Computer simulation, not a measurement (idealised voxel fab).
The process module that follows is named voxel transistor to metal.
Shown is cross-section cut, with a width of 270 nm and square cells of size 5 nm.
Cross-section spec: square-cell grid; bands listed top down; each band is one or more rows. It is stipulated that each band's entry specify, in nanometres, the height of the top of the band and then that of its bottom, followed by the materials of the band in left-to-right sequence, each together with its width in nanometres. A single material marked by the word "everywhere" is understood to fill the band from edge to edge; the word "blank" is understood to denote empty space. Height reference: 0 = level under which incoming wafer is all one material. Lowest band: no bottom, runs on downward, e.g. "0..down". Per-row width for "30->40": begins at first number (top row of band), ends at second number (bottom row), increment between rows held constant. When a step is marked "no alteration", none of the cells in the cross-section changed during that step. Each empty space that has no open way to the top and spans at least 8 cells appears under "Fully closed voids" as width x height at distance, the distance counted from the left edge, all in nm. Note: text after step settings on the step line = simulator remark on that step. If you see "overlay nm" on a step's line and that step has a mask, it's telling you how far right of where it was planned the mask ended up; a negative number means it went left instead.
**Steps planned for the process**
1 RECEIVE [material Si]
2 CONFORMAL_DEP [material SiO2] [thk nm 5]
3 CONFORMAL_DEP [material SiN] [thk nm 10]
4 MASKED_ETCH [tone cover] [mask id ACTIVE] [width nm 100] [pitch nm 130] [etch materials SiN] [depth nm 10] [overlay nm 0]
5 MASKED_ETCH [tone cover] [mask id ACTIVE] [width nm 100] [pitch nm 130] [etch materials SiO2] [depth nm 5] [overlay nm 0]
6 MASKED_ETCH [tone cover] [mask id ACTIVE] [width nm 100] [pitch nm 130] [etch materials Si] [depth nm 25] [overlay nm 0]
7 OXIDIZE [depth nm 5]
8 FILL_DEP [material SiO2] [thk nm 10]
9 CMP [height nm 15]
10 SELECTIVE_ETCH [etch materials SiO2] [depth nm 5]
11 STRIP [etch materials SiN]
12 SELECTIVE_ETCH [etch materials SiO2] [depth nm 5]
13 OXIDIZE [depth nm 5]
14 DIRECTIONAL_DEP [material polySi] [thk nm 30]
15 DIRECTIONAL_DEP [material SiCN] [thk nm 10]
16 DIRECTIONAL_DEP [material aC] [thk nm 15]
17 PATTERN [tone cover] [mask id GATE] [material resist] [width nm 30] [pitch nm 130] [thk nm 30] [overlay nm 0]
18 DIRECTIONAL_ETCH [etch materials aC] [depth nm 15]
19 STRIP [etch materials resist]
20 DIRECTIONAL_ETCH [etch materials SiCN] [depth nm 20]
21 DIRECTIONAL_ETCH [etch materials polySi] [depth nm 40]
22 STRIP [etch materials aC]
23 CONFORMAL_DEP [material SiN] [thk nm 10]
24 DIRECTIONAL_ETCH [etch materials SiN] [depth nm 10]
25 DIRECTIONAL_ETCH [etch materials SiO2] [depth nm 5]
26 DIRECTIONAL_ETCH [etch materials Si] [depth nm 10]
27 EPI [material pSi] [thk nm 10]
28 FILL_DEP [material SiO2] [thk nm 10]
29 CMP [height nm 30]
30 STRIP [etch materials polySi]
31 SELECTIVE_ETCH [etch materials SiO2] [depth nm 5]
32 CONFORMAL_DEP [material HfO2] [thk nm 5]
33 CONFORMAL_DEP [material TiN] [thk nm 5]
34 FILL_DEP [material W] [thk nm 5]
35 CMP [height nm 25]
36 DIRECTIONAL_DEP [material SiO2] [thk nm 15]
37 PATTERN [tone open] [mask id CONTACT] [material resist] [width nm 15] [thk nm 20] [overlay nm 0]
38 DIRECTIONAL_ETCH [etch materials SiO2] [depth nm 45]
39 STRIP [etch materials resist]
40 CONFORMAL_DEP [material TiN] [thk nm 5]
41 FILL_DEP [material Ru] [thk nm 5]
42 CMP [height nm 40]
43 CONFORMAL_DEP [material SiCN] [thk nm 5]
44 DIRECTIONAL_DEP [material lowk] [thk nm 15]
45 MASKED_ETCH [tone open] [mask id METAL_1] [width nm 15] [etch materials lowk] [depth nm 15] [overlay nm 0]
46 MASKED_ETCH [tone open] [mask id METAL_1] [width nm 15] [etch materials SiCN] [depth nm 5] [overlay nm 0]
47 CONFORMAL_DEP [material TiN] [thk nm 5]
48 FILL_DEP [material Cu] [thk nm 5]
49 CMP [height nm 60]
50 CONFORMAL_DEP [material SiCN] [thk nm 5]
51 DIRECTIONAL_DEP [material SiO2] [thk nm 35]
52 PATTERN [tone open] [mask id METAL_2] [material resist] [width nm 15] [pitch nm 130] [thk nm 15] [overlay nm 0]
53 DIRECTIONAL_ETCH [etch materials SiO2] [depth nm 20]
54 STRIP [etch materials resist]
55 DIRECTIONAL_DEP [material aC] [thk nm 10]
56 PATTERN [tone open] [mask id METAL_2_HOLES] [material resist] [width nm 15] [pitch nm 130] [thk nm 30] [overlay nm 0]
57 DIRECTIONAL_ETCH [etch materials aC] [depth nm 10]
58 STRIP [etch materials resist]
59 DIRECTIONAL_ETCH [etch materials SiO2] [depth nm 15]
60 DIRECTIONAL_ETCH [etch materials SiCN] [depth nm 5]
61 STRIP [etch materials aC]
62 CONFORMAL_DEP [material TiN] [thk nm 5]
63 FILL_DEP [material Ru] [thk nm 5]
64 CMP [height nm 100]
65 CONFORMAL_DEP [material SiN] [thk nm 5]
**First of two wafers, with the run carried out as planned**
**Wafer cross-section on receipt, i.e. after step 1**
* 0..down = Si everywhere
* Fully closed voids: none
**Presented here is a cross-section of the wafer after step 2 has been performed**
* 5..0 = SiO2 everywhere
* Lower than 0, everything is as it was.
**Presented here is a cross-section of the wafer after step 3 has been performed**
* 15..5 = SiN everywhere
* Lower than 5, everything is as it was.
**Presented here is a cross-section of the wafer after step 4 has been performed**
* 15..5 = blank 20, SiN 100, blank 30, SiN 100, blank 20
* Lower than 5, everything is as it was.
**Presented here is a cross-section of the wafer after step 5 has been performed**
* 15..5 = blank 20, SiN 100, blank 30, SiN 100, blank 20
* 5..0 = blank 20, SiO2 100, blank 30, SiO2 100, blank 20
* Lower than 0, everything is as it was.
**Presented here is a cross-section of the wafer after step 6 has been performed**
* 15..5 = blank 20, SiN 100, blank 30, SiN 100, blank 20
* 5..0 = blank 20, SiO2 100, blank 30, SiO2 100, blank 20
* 0..-25 = blank 20, Si 100, blank 30, Si 100, blank 20
* Lower than -25, everything is as it was.
**Presented here is a cross-section of the wafer after step 7 has been performed**
* 15..5 = blank 20, SiN 100, blank 30, SiN 100, blank 20
* 5..0 = blank 20, SiO2 100, blank 30, SiO2 100, blank 20
* 0..-25 = blank 20, SiO2 5, Si 90, SiO2 5, blank 30, SiO2 5, Si 90, SiO2 5, blank 20
* -25..-30 = SiO2 25, Si 90, SiO2 40, Si 90, SiO2 25
* Lower than -30, everything is as it was.
**Presented here is a cross-section of the wafer after step 8 has been performed**
* 25..15 = SiO2 everywhere
* 15..5 = SiO2 20, SiN 100, SiO2 30, SiN 100, SiO2 20
* 5..0 = SiO2 everywhere
* 0..-30 = SiO2 25, Si 90, SiO2 40, Si 90, SiO2 25
* Lower than -30, everything is as it was.
**Presented here is a cross-section of the wafer after step 9 has been performed**
* 15..5 = SiO2 20, SiN 100, SiO2 30, SiN 100, SiO2 20
* Lower than 5, everything is as it was.
**Presented here is a cross-section of the wafer after step 10 has been performed**
* 15..10 = blank 20, SiN 100, blank 30, SiN 100, blank 20
* Lower than 10, everything is as it was.
**Presented here is a cross-section of the wafer after step 11 has been performed**
* 10..5 = SiO2 20, blank 100, SiO2 30, blank 100, SiO2 20
* Lower than 5, everything is as it was.
**Presented here is a cross-section of the wafer after step 12 has been performed**
* 5..0 = SiO2 15, blank 110, SiO2 20, blank 110, SiO2 15
* Lower than 0, everything is as it was.
**Presented here is a cross-section of the wafer after step 13 has been performed**
* 5..0 = SiO2 15, blank 110, SiO2 20, blank 110, SiO2 15
* 0..-5 = SiO2 everywhere
* Lower than -5, everything is as it was.
**Presented here is a cross-section of the wafer after step 14 has been performed**
* 35..30 = polySi 15, blank 110, polySi 20, blank 110, polySi 15
* 30..5 = polySi everywhere
* 5..0 = SiO2 15, polySi 110, SiO2 20, polySi 110, SiO2 15
* Lower than 0, everything is as it was.
**Presented here is a cross-section of the wafer after step 15 has been performed**
* 45..40 = SiCN 15, blank 110, SiCN 20, blank 110, SiCN 15
* 40..35 = SiCN everywhere
* 35..30 = polySi 15, SiCN 110, polySi 20, SiCN 110, polySi 15
* Lower than 30, everything is as it was.
**Presented here is a cross-section of the wafer after step 16 has been performed**
* 60..55 = aC 15, blank 110, aC 20, blank 110, aC 15
* 55..45 = aC everywhere
* 45..40 = SiCN 15, aC 110, SiCN 20, aC 110, SiCN 15
* Lower than 40, everything is as it was.
**Presented here is a cross-section of the wafer after step 17 has been performed**
* 90..60 = blank 55, resist 30, blank 100, resist 30, blank 55
* 60..55 = aC 15, blank 40, resist 30, blank 40, aC 20, blank 40, resist 30, blank 40, aC 15
* Lower than 55, everything is as it was.
**Presented here is a cross-section of the wafer after step 18 has been performed**
* 75..55 = blank 55, resist 30, blank 100, resist 30, blank 55
* 55..45 = blank 55, aC 30, blank 100, aC 30, blank 55
* 45..40 = SiCN 15, blank 40, aC 30, blank 40, SiCN 20, blank 40, aC 30, blank 40, SiCN 15
* Lower than 40, everything is as it was.
**Presented here is a cross-section of the wafer after step 19 has been performed**
* 55..45 = blank 55, aC 30, blank 100, aC 30, blank 55
* Lower than 45, everything is as it was.
**Presented here is a cross-section of the wafer after step 20 has been performed**
* 55..40 = blank 55, aC 30, blank 100, aC 30, blank 55
* 40..35 = blank 55, SiCN 30, blank 100, SiCN 30, blank 55
* 35..30 = polySi 15, blank 40, SiCN 30, blank 40, polySi 20, blank 40, SiCN 30, blank 40, polySi 15
* Lower than 30, everything is as it was.
**Presented here is a cross-section of the wafer after step 21 has been performed**
* 55..40 = blank 55, aC 30, blank 100, aC 30, blank 55
* 40..30 = blank 55, SiCN 30, blank 100, SiCN 30, blank 55
* 30..5 = blank 55, polySi 30, blank 100, polySi 30, blank 55
* 5..0 = SiO2 15, blank 40, polySi 30, blank 40, SiO2 20, blank 40, polySi 30, blank 40, SiO2 15
* Lower than 0, everything is as it was.
**Presented here is a cross-section of the wafer after step 22 has been performed**
* 40..30 = blank 55, SiCN 30, blank 100, SiCN 30, blank 55
* Lower than 30, everything is as it was.
**Presented here is a cross-section of the wafer after step 23 has been performed**
* 50..40 = blank 45, SiN 50, blank 80, SiN 50, blank 45
* 40..30 = blank 45, SiN 10, SiCN 30, SiN 10, blank 80, SiN 10, SiCN 30, SiN 10, blank 45
* 30..15 = blank 45, SiN 10, polySi 30, SiN 10, blank 80, SiN 10, polySi 30, SiN 10, blank 45
* 15..10 = SiN 25, blank 20, SiN 10, polySi 30, SiN 10, blank 20, SiN 40, blank 20, SiN 10, polySi 30, SiN 10, blank 20, SiN 25
* 10..5 = SiN 55, polySi 30, SiN 100, polySi 30, SiN 55
* 5..0 = SiO2 15, SiN 40, polySi 30, SiN 40, SiO2 20, SiN 40, polySi 30, SiN 40, SiO2 15
* Lower than 0, everything is as it was.
**Presented here is a cross-section of the wafer after step 24 has been performed**
* 40..30 = blank 45, SiN 10, SiCN 30, SiN 10, blank 80, SiN 10, SiCN 30, SiN 10, blank 45
* 30..5 = blank 45, SiN 10, polySi 30, SiN 10, blank 80, SiN 10, polySi 30, SiN 10, blank 45
* 5..0 = SiO2 15, SiN 10, blank 20, SiN 10, polySi 30, SiN 10, blank 20, SiN 10, SiO2 20, SiN 10, blank 20, SiN 10, polySi 30, SiN 10, blank 20, SiN 10, SiO2 15
* Lower than 0, everything is as it was.
**Presented here is a cross-section of the wafer after step 25 has been performed**
* 40..30 = blank 45, SiN 10, SiCN 30, SiN 10, blank 80, SiN 10, SiCN 30, SiN 10, blank 45
* 30..5 = blank 45, SiN 10, polySi 30, SiN 10, blank 80, SiN 10, polySi 30, SiN 10, blank 45
* 5..0 = blank 15, SiN 10, blank 20, SiN 10, polySi 30, SiN 10, blank 20, SiN 10, blank 20, SiN 10, blank 20, SiN 10, polySi 30, SiN 10, blank 20, SiN 10, blank 15
* 0..-5 = SiO2 25, blank 20, SiO2 50, blank 20, SiO2 40, blank 20, SiO2 50, blank 20, SiO2 25
* Lower than -5, everything is as it was.
**Presented here is a cross-section of the wafer after step 26 has been performed**
* 40..30 = blank 45, SiN 10, SiCN 30, SiN 10, blank 80, SiN 10, SiCN 30, SiN 10, blank 45
* 30..5 = blank 45, SiN 10, polySi 30, SiN 10, blank 80, SiN 10, polySi 30, SiN 10, blank 45
* 5..0 = blank 15, SiN 10, blank 20, SiN 10, polySi 30, SiN 10, blank 20, SiN 10, blank 20, SiN 10, blank 20, SiN 10, polySi 30, SiN 10, blank 20, SiN 10, blank 15
* 0..-5 = SiO2 25, blank 20, SiO2 50, blank 20, SiO2 40, blank 20, SiO2 50, blank 20, SiO2 25
* -5..-15 = SiO2 25, blank 20, Si 50, blank 20, SiO2 40, blank 20, Si 50, blank 20, SiO2 25
* Lower than -15, everything is as it was.
**Presented here is a cross-section of the wafer after step 27 has been performed**
* 40..30 = blank 45, SiN 10, SiCN 30, SiN 10, blank 80, SiN 10, SiCN 30, SiN 10, blank 45
* 30..5 = blank 45, SiN 10, polySi 30, SiN 10, blank 80, SiN 10, polySi 30, SiN 10, blank 45
* 5..0 = blank 15, SiN 10, blank 10, pSi 10, SiN 10, polySi 30, SiN 10, pSi 10, blank 10, SiN 10, blank 20, SiN 10, blank 10, pSi 10, SiN 10, polySi 30, SiN 10, pSi 10, blank 10, SiN 10, blank 15
* 0..-5 = SiO2 25, blank 10, pSi 10, SiO2 50, pSi 10, blank 10, SiO2 40, blank 10, pSi 10, SiO2 50, pSi 10, blank 10, SiO2 25
* -5..-15 = SiO2 25, pSi 20, Si 50, pSi 20, SiO2 40, pSi 20, Si 50, pSi 20, SiO2 25
* Lower than -15, everything is as it was.
**Presented here is a cross-section of the wafer after step 28 has been performed**
* 50..40 = SiO2 everywhere
* 40..30 = SiO2 45, SiN 10, SiCN 30, SiN 10, SiO2 80, SiN 10, SiCN 30, SiN 10, SiO2 45
* 30..5 = SiO2 45, SiN 10, polySi 30, SiN 10, SiO2 80, SiN 10, polySi 30, SiN 10, SiO2 45
* 5..0 = SiO2 15, SiN 10, SiO2 10, pSi 10, SiN 10, polySi 30, SiN 10, pSi 10, SiO2 10, SiN 10, SiO2 20, SiN 10, SiO2 10, pSi 10, SiN 10, polySi 30, SiN 10, pSi 10, SiO2 10, SiN 10, SiO2 15
* 0..-5 = SiO2 35, pSi 10, SiO2 50, pSi 10, SiO2 60, pSi 10, SiO2 50, pSi 10, SiO2 35
* Lower than -5, everything is as it was.
**Presented here is a cross-section of the wafer after step 29 has been performed**
* 30..5 = SiO2 45, SiN 10, polySi 30, SiN 10, SiO2 80, SiN 10, polySi 30, SiN 10, SiO2 45
* Lower than 5, everything is as it was.
**Presented here is a cross-section of the wafer after step 30 has been performed**
* 30..5 = SiO2 45, SiN 10, blank 30, SiN 10, SiO2 80, SiN 10, blank 30, SiN 10, SiO2 45
* 5..0 = SiO2 15, SiN 10, SiO2 10, pSi 10, SiN 10, blank 30, SiN 10, pSi 10, SiO2 10, SiN 10, SiO2 20, SiN 10, SiO2 10, pSi 10, SiN 10, blank 30, SiN 10, pSi 10, SiO2 10, SiN 10, SiO2 15
* Lower than 0, everything is as it was.
**Presented here is a cross-section of the wafer after step 31 has been performed**
* 30..25 = blank 45, SiN 10, blank 30, SiN 10, blank 80, SiN 10, blank 30, SiN 10, blank 45
* 25..5 = SiO2 45, SiN 10, blank 30, SiN 10, SiO2 80, SiN 10, blank 30, SiN 10, SiO2 45
* 5..0 = SiO2 15, SiN 10, SiO2 10, pSi 10, SiN 10, blank 30, SiN 10, pSi 10, SiO2 10, SiN 10, SiO2 20, SiN 10, SiO2 10, pSi 10, SiN 10, blank 30, SiN 10, pSi 10, SiO2 10, SiN 10, SiO2 15
* 0..-5 = SiO2 35, pSi 10, SiO2 5, blank 40, SiO2 5, pSi 10, SiO2 60, pSi 10, SiO2 5, blank 40, SiO2 5, pSi 10, SiO2 35
* Lower than -5, everything is as it was.
**Presented here is a cross-section of the wafer after step 32 has been performed**
* 35..30 = blank 40, HfO2 20, blank 20, HfO2 20, blank 70, HfO2 20, blank 20, HfO2 20, blank 40
* 30..25 = HfO2 45, SiN 10, HfO2 5, blank 20, HfO2 5, SiN 10, HfO2 80, SiN 10, HfO2 5, blank 20, HfO2 5, SiN 10, HfO2 45
* 25..5 = SiO2 45, SiN 10, HfO2 5, blank 20, HfO2 5, SiN 10, SiO2 80, SiN 10, HfO2 5, blank 20, HfO2 5, SiN 10, SiO2 45
* 5..0 = SiO2 15, SiN 10, SiO2 10, pSi 10, SiN 10, HfO2 5, blank 20, HfO2 5, SiN 10, pSi 10, SiO2 10, SiN 10, SiO2 20, SiN 10, SiO2 10, pSi 10, SiN 10, HfO2 5, blank 20, HfO2 5, SiN 10, pSi 10, SiO2 10, SiN 10, SiO2 15
* 0..-5 = SiO2 35, pSi 10, SiO2 5, HfO2 40, SiO2 5, pSi 10, SiO2 60, pSi 10, SiO2 5, HfO2 40, SiO2 5, pSi 10, SiO2 35
* Lower than -5, everything is as it was.
**Presented here is a cross-section of the wafer after step 33 has been performed**
* 40..35 = blank 35, TiN 30, blank 10, TiN 30, blank 60, TiN 30, blank 10, TiN 30, blank 35
* 35..30 = TiN 40, HfO2 20, TiN 5, blank 10, TiN 5, HfO2 20, TiN 70, HfO2 20, TiN 5, blank 10, TiN 5, HfO2 20, TiN 40
* 30..25 = HfO2 45, SiN 10, HfO2 5, TiN 5, blank 10, TiN 5, HfO2 5, SiN 10, HfO2 80, SiN 10, HfO2 5, TiN 5, blank 10, TiN 5, HfO2 5, SiN 10, HfO2 45
* 25..5 = SiO2 45, SiN 10, HfO2 5, TiN 5, blank 10, TiN 5, HfO2 5, SiN 10, SiO2 80, SiN 10, HfO2 5, TiN 5, blank 10, TiN 5, HfO2 5, SiN 10, SiO2 45
* 5..0 = SiO2 15, SiN 10, SiO2 10, pSi 10, SiN 10, HfO2 5, TiN 20, HfO2 5, SiN 10, pSi 10, SiO2 10, SiN 10, SiO2 20, SiN 10, SiO2 10, pSi 10, SiN 10, HfO2 5, TiN 20, HfO2 5, SiN 10, pSi 10, SiO2 10, SiN 10, SiO2 15
* Lower than 0, everything is as it was.
**Presented here is a cross-section of the wafer after step 34 has been performed**
* 45..40 = W everywhere
* 40..35 = W 35, TiN 30, W 10, TiN 30, W 60, TiN 30, W 10, TiN 30, W 35
* 35..30 = TiN 40, HfO2 20, TiN 5, W 10, TiN 5, HfO2 20, TiN 70, HfO2 20, TiN 5, W 10, TiN 5, HfO2 20, TiN 40
* 30..25 = HfO2 45, SiN 10, HfO2 5, TiN 5, W 10, TiN 5, HfO2 5, SiN 10, HfO2 80, SiN 10, HfO2 5, TiN 5, W 10, TiN 5, HfO2 5, SiN 10, HfO2 45
* 25..5 = SiO2 45, SiN 10, HfO2 5, TiN 5, W 10, TiN 5, HfO2 5, SiN 10, SiO2 80, SiN 10, HfO2 5, TiN 5, W 10, TiN 5, HfO2 5, SiN 10, SiO2 45
* Lower than 5, everything is as it was.
**Presented here is a cross-section of the wafer after step 35 has been performed**
* 25..5 = SiO2 45, SiN 10, HfO2 5, TiN 5, W 10, TiN 5, HfO2 5, SiN 10, SiO2 80, SiN 10, HfO2 5, TiN 5, W 10, TiN 5, HfO2 5, SiN 10, SiO2 45
* Lower than 5, everything is as it was.
**Presented here is a cross-section of the wafer after step 36 has been performed**
* 40..25 = SiO2 everywhere
* Lower than 25, everything is as it was.
**Presented here is a cross-section of the wafer after step 37 has been performed**
* 60..40 = resist 25, blank 15, resist 60, blank 15, resist 40, blank 15, resist 60, blank 15, resist 25
* Lower than 40, everything is as it was.
**Presented here is a cross-section of the wafer after step 38 has been performed**
* 60..40 = resist 25, blank 15, resist 60, blank 15, resist 40, blank 15, resist 60, blank 15, resist 25
* 40..25 = SiO2 25, blank 15, SiO2 60, blank 15, SiO2 40, blank 15, SiO2 60, blank 15, SiO2 25
* 25..5 = SiO2 25, blank 15, SiO2 5, SiN 10, HfO2 5, TiN 5, W 10, TiN 5, HfO2 5, SiN 10, SiO2 5, blank 15, SiO2 40, blank 15, SiO2 5, SiN 10, HfO2 5, TiN 5, W 10, TiN 5, HfO2 5, SiN 10, SiO2 5, blank 15, SiO2 25
* 5..0 = SiO2 15, SiN 10, blank 10, pSi 10, SiN 10, HfO2 5, TiN 20, HfO2 5, SiN 10, pSi 10, blank 10, SiN 10, SiO2 20, SiN 10, blank 10, pSi 10, SiN 10, HfO2 5, TiN 20, HfO2 5, SiN 10, pSi 10, blank 10, SiN 10, SiO2 15
* 0..-5 = SiO2 25, blank 10, pSi 10, SiO2 5, HfO2 40, SiO2 5, pSi 10, blank 10, SiO2 40, blank 10, pSi 10, SiO2 5, HfO2 40, SiO2 5, pSi 10, blank 10, SiO2 25
* Lower than -5, everything is as it was.
**Presented here is a cross-section of the wafer after step 39 has been performed**
* 40..25 = SiO2 25, blank 15, SiO2 60, blank 15, SiO2 40, blank 15, SiO2 60, blank 15, SiO2 25
* Lower than 25, everything is as it was.
**Presented here is a cross-section of the wafer after step 40 has been performed**
* 45..40 = TiN 30, blank 5, TiN 70, blank 5, TiN 50, blank 5, TiN 70, blank 5, TiN 30
* 40..25 = SiO2 25, TiN 5, blank 5, TiN 5, SiO2 60, TiN 5, blank 5, TiN 5, SiO2 40, TiN 5, blank 5, TiN 5, SiO2 60, TiN 5, blank 5, TiN 5, SiO2 25
* 25..10 = SiO2 25, TiN 5, blank 5, TiN 5, SiO2 5, SiN 10, HfO2 5, TiN 5, W 10, TiN 5, HfO2 5, SiN 10, SiO2 5, TiN 5, blank 5, TiN 5, SiO2 40, TiN 5, blank 5, TiN 5, SiO2 5, SiN 10, HfO2 5, TiN 5, W 10, TiN 5, HfO2 5, SiN 10, SiO2 5, TiN 5, blank 5, TiN 5, SiO2 25
* 10..5 = SiO2 25, TiN 15, SiO2 5, SiN 10, HfO2 5, TiN 5, W 10, TiN 5, HfO2 5, SiN 10, SiO2 5, TiN 15, SiO2 40, TiN 15, SiO2 5, SiN 10, HfO2 5, TiN 5, W 10, TiN 5, HfO2 5, SiN 10, SiO2 5, TiN 15, SiO2 25
* 5..0 = SiO2 15, SiN 10, TiN 10, pSi 10, SiN 10, HfO2 5, TiN 20, HfO2 5, SiN 10, pSi 10, TiN 10, SiN 10, SiO2 20, SiN 10, TiN 10, pSi 10, SiN 10, HfO2 5, TiN 20, HfO2 5, SiN 10, pSi 10, TiN 10, SiN 10, SiO2 15
* 0..-5 = SiO2 25, TiN 10, pSi 10, SiO2 5, HfO2 40, SiO2 5, pSi 10, TiN 10, SiO2 40, TiN 10, pSi 10, SiO2 5, HfO2 40, SiO2 5, pSi 10, TiN 10, SiO2 25
* Lower than -5, everything is as it was.
**Presented here is a cross-section of the wafer after step 41 has been performed**
* 50..45 = Ru everywhere
* 45..40 = TiN 30, Ru 5, TiN 70, Ru 5, TiN 50, Ru 5, TiN 70, Ru 5, TiN 30
* 40..25 = SiO2 25, TiN 5, Ru 5, TiN 5, SiO2 60, TiN 5, Ru 5, TiN 5, SiO2 40, TiN 5, Ru 5, TiN 5, SiO2 60, TiN 5, Ru 5, TiN 5, SiO2 25
* 25..10 = SiO2 25, TiN 5, Ru 5, TiN 5, SiO2 5, SiN 10, HfO2 5, TiN 5, W 10, TiN 5, HfO2 5, SiN 10, SiO2 5, TiN 5, Ru 5, TiN 5, SiO2 40, TiN 5, Ru 5, TiN 5, SiO2 5, SiN 10, HfO2 5, TiN 5, W 10, TiN 5, HfO2 5, SiN 10, SiO2 5, TiN 5, Ru 5, TiN 5, SiO2 25
* Lower than 10, everything is as it was.
**Presented here is a cross-section of the wafer after step 42 has been performed**
* 40..25 = SiO2 25, TiN 5, Ru 5, TiN 5, SiO2 60, TiN 5, Ru 5, TiN 5, SiO2 40, TiN 5, Ru 5, TiN 5, SiO2 60, TiN 5, Ru 5, TiN 5, SiO2 25
* Lower than 25, everything is as it was.
**Presented here is a cross-section of the wafer after step 43 has been performed**
* 45..40 = SiCN everywhere
* Lower than 40, everything is as it was.
**Presented here is a cross-section of the wafer after step 44 has been performed**
* 60..45 = lowk everywhere
* Lower than 45, everything is as it was.
**Presented here is a cross-section of the wafer after step 45 has been performed**
* 60..45 = lowk 25, blank 15, lowk 60, blank 15, lowk 40, blank 15, lowk 60, blank 15, lowk 25
* Lower than 45, everything is as it was.
**Presented here is a cross-section of the wafer after step 46 has been performed**
* 60..45 = lowk 25, blank 15, lowk 60, blank 15, lowk 40, blank 15, lowk 60, blank 15, lowk 25
* 45..40 = SiCN 25, blank 15, SiCN 60, blank 15, SiCN 40, blank 15, SiCN 60, blank 15, SiCN 25
* Lower than 40, everything is as it was.
**Presented here is a cross-section of the wafer after step 47 has been performed**
* 65..60 = TiN 30, blank 5, TiN 70, blank 5, TiN 50, blank 5, TiN 70, blank 5, TiN 30
* 60..45 = lowk 25, TiN 5, blank 5, TiN 5, lowk 60, TiN 5, blank 5, TiN 5, lowk 40, TiN 5, blank 5, TiN 5, lowk 60, TiN 5, blank 5, TiN 5, lowk 25
* 45..40 = SiCN 25, TiN 15, SiCN 60, TiN 15, SiCN 40, TiN 15, SiCN 60, TiN 15, SiCN 25
* Lower than 40, everything is as it was.
**Presented here is a cross-section of the wafer after step 48 has been performed**
* 70..65 = Cu everywhere
* 65..60 = TiN 30, Cu 5, TiN 70, Cu 5, TiN 50, Cu 5, TiN 70, Cu 5, TiN 30
* 60..45 = lowk 25, TiN 5, Cu 5, TiN 5, lowk 60, TiN 5, Cu 5, TiN 5, lowk 40, TiN 5, Cu 5, TiN 5, lowk 60, TiN 5, Cu 5, TiN 5, lowk 25
* Lower than 45, everything is as it was.
**Presented here is a cross-section of the wafer after step 49 has been performed**
* 60..45 = lowk 25, TiN 5, Cu 5, TiN 5, lowk 60, TiN 5, Cu 5, TiN 5, lowk 40, TiN 5, Cu 5, TiN 5, lowk 60, TiN 5, Cu 5, TiN 5, lowk 25
* Lower than 45, everything is as it was.
**Presented here is a cross-section of the wafer after step 50 has been performed**
* 65..60 = SiCN everywhere
* Lower than 60, everything is as it was.
**Presented here is a cross-section of the wafer after step 51 has been performed**
* 100..65 = SiO2 everywhere
* Lower than 65, everything is as it was.
**Presented here is a cross-section of the wafer after step 52 has been performed**
* 115..100 = resist 25, blank 15, resist 115, blank 15, resist 100
* Lower than 100, everything is as it was.
**Presented here is a cross-section of the wafer after step 53 has been performed**
* 115..100 = resist 25, blank 15, resist 115, blank 15, resist 100
* 100..80 = SiO2 25, blank 15, SiO2 115, blank 15, SiO2 100
* Lower than 80, everything is as it was.
**Presented here is a cross-section of the wafer after step 54 has been performed**
* 100..80 = SiO2 25, blank 15, SiO2 115, blank 15, SiO2 100
* Lower than 80, everything is as it was.
**Presented here is a cross-section of the wafer after step 55 has been performed**
* 110..100 = aC 25, blank 15, aC 115, blank 15, aC 100
* 100..90 = SiO2 25, blank 15, SiO2 115, blank 15, SiO2 100
* 90..80 = SiO2 25, aC 15, SiO2 115, aC 15, SiO2 100
* Lower than 80, everything is as it was.
**Presented here is a cross-section of the wafer after step 56 has been performed**
* 140..110 = resist 25, blank 15, resist 115, blank 15, resist 100
* Lower than 110, everything is as it was.
**Presented here is a cross-section of the wafer after step 57 has been performed**
* 130..110 = resist 25, blank 15, resist 115, blank 15, resist 100
* 110..100 = aC 25, blank 15, aC 115, blank 15, aC 100
* 100..80 = SiO2 25, blank 15, SiO2 115, blank 15, SiO2 100
* Lower than 80, everything is as it was.
**Presented here is a cross-section of the wafer after step 58 has been performed**
* 110..100 = aC 25, blank 15, aC 115, blank 15, aC 100
* Lower than 100, everything is as it was.
**Presented here is a cross-section of the wafer after step 59 has been performed**
* 110..100 = aC 25, blank 15, aC 115, blank 15, aC 100
* 100..65 = SiO2 25, blank 15, SiO2 115, blank 15, SiO2 100
* Lower than 65, everything is as it was.
**Presented here is a cross-section of the wafer after step 60 has been performed**
* 110..100 = aC 25, blank 15, aC 115, blank 15, aC 100
* 100..65 = SiO2 25, blank 15, SiO2 115, blank 15, SiO2 100
* 65..60 = SiCN 25, blank 15, SiCN 115, blank 15, SiCN 100
* Lower than 60, everything is as it was.
**Presented here is a cross-section of the wafer after step 61 has been performed**
* 100..65 = SiO2 25, blank 15, SiO2 115, blank 15, SiO2 100
* Lower than 65, everything is as it was.
**Presented here is a cross-section of the wafer after step 62 has been performed**
* 105..100 = TiN 30, blank 5, TiN 125, blank 5, TiN 105
* 100..65 = SiO2 25, TiN 5, blank 5, TiN 5, SiO2 115, TiN 5, blank 5, TiN 5, SiO2 100
* 65..60 = SiCN 25, TiN 15, SiCN 115, TiN 15, SiCN 100
* Lower than 60, everything is as it was.
**Presented here is a cross-section of the wafer after step 63 has been performed**
* 110..105 = Ru everywhere
* 105..100 = TiN 30, Ru 5, TiN 125, Ru 5, TiN 105
* 100..65 = SiO2 25, TiN 5, Ru 5, TiN 5, SiO2 115, TiN 5, Ru 5, TiN 5, SiO2 100
* Lower than 65, everything is as it was.
**Presented here is a cross-section of the wafer after step 64 has been performed**
* 100..65 = SiO2 25, TiN 5, Ru 5, TiN 5, SiO2 115, TiN 5, Ru 5, TiN 5, SiO2 100
* Lower than 65, everything is as it was.
**Presented here is a cross-section of the wafer after step 65 has been performed**
* 105..100 = SiN everywhere
* Lower than 100, everything is as it was.
**The second wafer was prepared from the same starting point and under the same plan as the first; its processing contained one mistake, and it remains indistinguishable from the first wafer up to and including step 64**
**Cross-section: second wafer, time at which step 65 was scheduled to end**
* 105..100 = TiN everywhere
* Lower than 100, everything is as it was.
Against the plan, the run slipped here: step 65 was run on a setting that differed from the plan, and what really ran there is CONFORMAL_DEP [material TiN] [thk nm 5]
Once processing is complete, comparing cell counts shows that the second wafer has more or fewer of certain materials than the first: SiN: 54 fewer, TiN: 54 more
